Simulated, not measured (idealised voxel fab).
The following is a process module called voxel air gaps.
It is cross-section cut that appears here, measuring 290 nm in width, its square cells being 5 nm in size.
Throughout this document, each cross-section is represented as a grid of square cells and is presented as a sequence of bands enumerated from the top downward, where a band comprises one or more rows of cells.
Top, bottom (nm), then materials left to right with widths (nm); lone material tagged "all across" fills the whole band edge to edge; "empty" = empty space.
Height is counted from the level 0, under which the received wafer is composed throughout of one material. The lowest of the bands is not closed at the bottom but continues downward, in the notation "z 0 and below".
Width: "30 to 40" (first number = top row, second number = bottom row, same change from row to row of cells).
"nothing was modified" for a step: no cell of the cross-section changed in that step.
The entry titled "Unvented cavities" provides the empty spaces that have no open way to the top, restricted to those of 8 cells or more. Each is presented as width x height at distance, the distance being measured from the left edge, with all three in nm.
Read whatever lies past the settings on a step's line as the simulator's own remark about the step.
overlay nm: where the mask lay relative to plan, measured to the right, on steps with a mask; negatives go left.
## Below is the list of planned process steps
| 1 | RECEIVE | material Si |
| 2 | CONFORMAL_DEP | material SiO2 | thk nm 15 |
| 3 | CONFORMAL_DEP | material SiN | thk nm 5 |
| 4 | DIRECTIONAL_DEP | material lowk | thk nm 35 |
| 5 | MASKED_ETCH | tone open | mask id LINES | width nm 20 | pitch nm 50 | etch materials lowk | depth nm 35 | overlay nm 0 |
| 6 | CONFORMAL_DEP | material TiN | thk nm 5 |
| 7 | FILL_DEP | material Cu | thk nm 10 |
| 8 | CMP | height nm 55 |
| 9 | EPI | material Ru | thk nm 10 |
| 10 | SELECTIVE_ETCH | etch materials lowk | depth nm 45 |
| 11 | CONFORMAL_DEP | material SiCN | thk nm 5 |
## On the first of the two wafers: run conducted according to plan
## The cross-section here shows the wafer as received, i.e. in its state after step 1
	z 0 and below: Si all across
	Unvented cavities: none
## The following cross-section depicts the wafer upon completion of step 2
	z 15 to 0: SiO2 all across
	No changes below 0.
## The following cross-section depicts the wafer upon completion of step 3
	z 20 to 15: SiN all across
	No changes below 15.
## The following cross-section depicts the wafer upon completion of step 4
	z 55 to 20: lowk all across
	No changes below 20.
## The following cross-section depicts the wafer upon completion of step 5
	z 55 to 20: lowk 60  empty 20  lowk 30  empty 20  lowk 30  empty 20  lowk 30  empty 20  lowk 60
	No changes below 20.
## The following cross-section depicts the wafer upon completion of step 6
	z 60 to 55: TiN 65  empty 10  TiN 40  empty 10  TiN 40  empty 10  TiN 40  empty 10  TiN 65
	z 55 to 25: lowk 60  TiN 5  empty 10  TiN 5  lowk 30  TiN 5  empty 10  TiN 5  lowk 30  TiN 5  empty 10  TiN 5  lowk 30  TiN 5  empty 10  TiN 5  lowk 60
	z 25 to 20: lowk 60  TiN 20  lowk 30  TiN 20  lowk 30  TiN 20  lowk 30  TiN 20  lowk 60
	No changes below 20.
## The following cross-section depicts the wafer upon completion of step 7
	z 70 to 60: Cu all across
	z 60 to 55: TiN 65  Cu 10  TiN 40  Cu 10  TiN 40  Cu 10  TiN 40  Cu 10  TiN 65
	z 55 to 25: lowk 60  TiN 5  Cu 10  TiN 5  lowk 30  TiN 5  Cu 10  TiN 5  lowk 30  TiN 5  Cu 10  TiN 5  lowk 30  TiN 5  Cu 10  TiN 5  lowk 60
	No changes below 25.
## The following cross-section depicts the wafer upon completion of step 8
	z 55 to 25: lowk 60  TiN 5  Cu 10  TiN 5  lowk 30  TiN 5  Cu 10  TiN 5  lowk 30  TiN 5  Cu 10  TiN 5  lowk 30  TiN 5  Cu 10  TiN 5  lowk 60
	No changes below 25.
## The following cross-section depicts the wafer upon completion of step 9
	z 65 to 55: empty 50  Ru 40  empty 10  Ru 40  empty 10  Ru 40  empty 10  Ru 40  empty 50
	No changes below 55.
## The following cross-section depicts the wafer upon completion of step 10
	z 65 to 55: empty 50  Ru 40  empty 10  Ru 40  empty 10  Ru 40  empty 10  Ru 40  empty 50
	z 55 to 25: empty 60  TiN 5  Cu 10  TiN 5  empty 30  TiN 5  Cu 10  TiN 5  empty 30  TiN 5  Cu 10  TiN 5  empty 30  TiN 5  Cu 10  TiN 5  empty 60
	z 25 to 20: empty 60  TiN 20  empty 30  TiN 20  empty 30  TiN 20  empty 30  TiN 20  empty 60
	No changes below 20.
## The following cross-section depicts the wafer upon completion of step 11
	z 70 to 65: empty 45  SiCN 200  empty 45
	z 65 to 55: empty 45  SiCN 5  Ru 40  SiCN 10  Ru 40  SiCN 10  Ru 40  SiCN 10  Ru 40  SiCN 5  empty 45
	z 55 to 50: empty 45  SiCN 15  TiN 5  Cu 10  TiN 5  SiCN 30  TiN 5  Cu 10  TiN 5  SiCN 30  TiN 5  Cu 10  TiN 5  SiCN 30  TiN 5  Cu 10  TiN 5  SiCN 15  empty 45
	z 50 to 25: empty 55  SiCN 5  TiN 5  Cu 10  TiN 5  SiCN 5  empty 20  SiCN 5  TiN 5  Cu 10  TiN 5  SiCN 5  empty 20  SiCN 5  TiN 5  Cu 10  TiN 5  SiCN 5  empty 20  SiCN 5  TiN 5  Cu 10  TiN 5  SiCN 5  empty 55
	z 25 to 20: SiCN 60  TiN 20  SiCN 30  TiN 20  SiCN 30  TiN 20  SiCN 30  TiN 20  SiCN 60
	No changes below 20.
	Unvented cavities: 20 x 25 at 85; 20 x 25 at 135; 20 x 25 at 185
## Second of two: same start, same plan, one run error; steps up to and including 4 match the first
## Here is the second wafer in cross-section at the point where step 5 of the plan should have been done
	z 55 to 20: lowk 65  empty 15  lowk 35  empty 15  lowk 35  empty 15  lowk 35  empty 15  lowk 60
	No changes below 20.
## Here is the second wafer in cross-section at the point where step 6 of the plan should have been done
	z 60 to 55: TiN 70  empty 5  TiN 45  empty 5  TiN 45  empty 5  TiN 45  empty 5  TiN 65
	z 55 to 25: lowk 65  TiN 5  empty 5  TiN 5  lowk 35  TiN 5  empty 5  TiN 5  lowk 35  TiN 5  empty 5  TiN 5  lowk 35  TiN 5  empty 5  TiN 5  lowk 60
	z 25 to 20: lowk 65  TiN 15  lowk 35  TiN 15  lowk 35  TiN 15  lowk 35  TiN 15  lowk 60
	No changes below 20.
## Here is the second wafer in cross-section at the point where step 7 of the plan should have been done
	z 70 to 60: Cu all across
	z 60 to 55: TiN 70  Cu 5  TiN 45  Cu 5  TiN 45  Cu 5  TiN 45  Cu 5  TiN 65
	z 55 to 25: lowk 65  TiN 5  Cu 5  TiN 5  lowk 35  TiN 5  Cu 5  TiN 5  lowk 35  TiN 5  Cu 5  TiN 5  lowk 35  TiN 5  Cu 5  TiN 5  lowk 60
	No changes below 25.
## Here is the second wafer in cross-section at the point where step 8 of the plan should have been done
	z 55 to 25: lowk 65  TiN 5  Cu 5  TiN 5  lowk 35  TiN 5  Cu 5  TiN 5  lowk 35  TiN 5  Cu 5  TiN 5  lowk 35  TiN 5  Cu 5  TiN 5  lowk 60
	No changes below 25.
## Here is the second wafer in cross-section at the point where step 9 of the plan should have been done
	z 65 to 55: empty 55  Ru 35  empty 15  Ru 35  empty 15  Ru 35  empty 15  Ru 35  empty 50
	No changes below 55.
## Here is the second wafer in cross-section at the point where step 10 of the plan should have been done
	z 65 to 55: empty 55  Ru 35  empty 15  Ru 35  empty 15  Ru 35  empty 15  Ru 35  empty 50
	z 55 to 25: empty 65  TiN 5  Cu 5  TiN 5  empty 35  TiN 5  Cu 5  TiN 5  empty 35  TiN 5  Cu 5  TiN 5  empty 35  TiN 5  Cu 5  TiN 5  empty 60
	z 25 to 20: empty 65  TiN 15  empty 35  TiN 15  empty 35  TiN 15  empty 35  TiN 15  empty 60
	No changes below 20.
## Here is the second wafer in cross-section at the point where step 11 of the plan should have been done
	z 70 to 65: empty 50  SiCN 45  empty 5  SiCN 45  empty 5  SiCN 45  empty 5  SiCN 45  empty 45
	z 65 to 55: empty 50  SiCN 5  Ru 35  SiCN 5  empty 5  SiCN 5  Ru 35  SiCN 5  empty 5  SiCN 5  Ru 35  SiCN 5  empty 5  SiCN 5  Ru 35  SiCN 5  empty 45
	z 55 to 50: empty 50  SiCN 15  TiN 5  Cu 5  TiN 5  SiCN 15  empty 5  SiCN 15  TiN 5  Cu 5  TiN 5  SiCN 15  empty 5  SiCN 15  TiN 5  Cu 5  TiN 5  SiCN 15  empty 5  SiCN 15  TiN 5  Cu 5  TiN 5  SiCN 15  empty 45
	z 50 to 25: empty 60  SiCN 5  TiN 5  Cu 5  TiN 5  SiCN 5  empty 25  SiCN 5  TiN 5  Cu 5  TiN 5  SiCN 5  empty 25  SiCN 5  TiN 5  Cu 5  TiN 5  SiCN 5  empty 25  SiCN 5  TiN 5  Cu 5  TiN 5  SiCN 5  empty 55
	z 25 to 20: SiCN 65  TiN 15  SiCN 35  TiN 15  SiCN 35  TiN 15  SiCN 35  TiN 15  SiCN 60
	No changes below 20.
Where did the run depart from the plan? step 5 went in with a setting other than planned; the actual run was MASKED_ETCH | tone open | mask id LINES | width nm 15 | pitch nm 50 | etch materials lowk | depth nm 35 | overlay nm 0
Count the cells at the end and the second wafer has more or fewer of some materials than the first: -24 Cu, -8 Ru, -4 TiN
First wafer closed voids (final) = 3; second wafer closed voids (final) = 0.
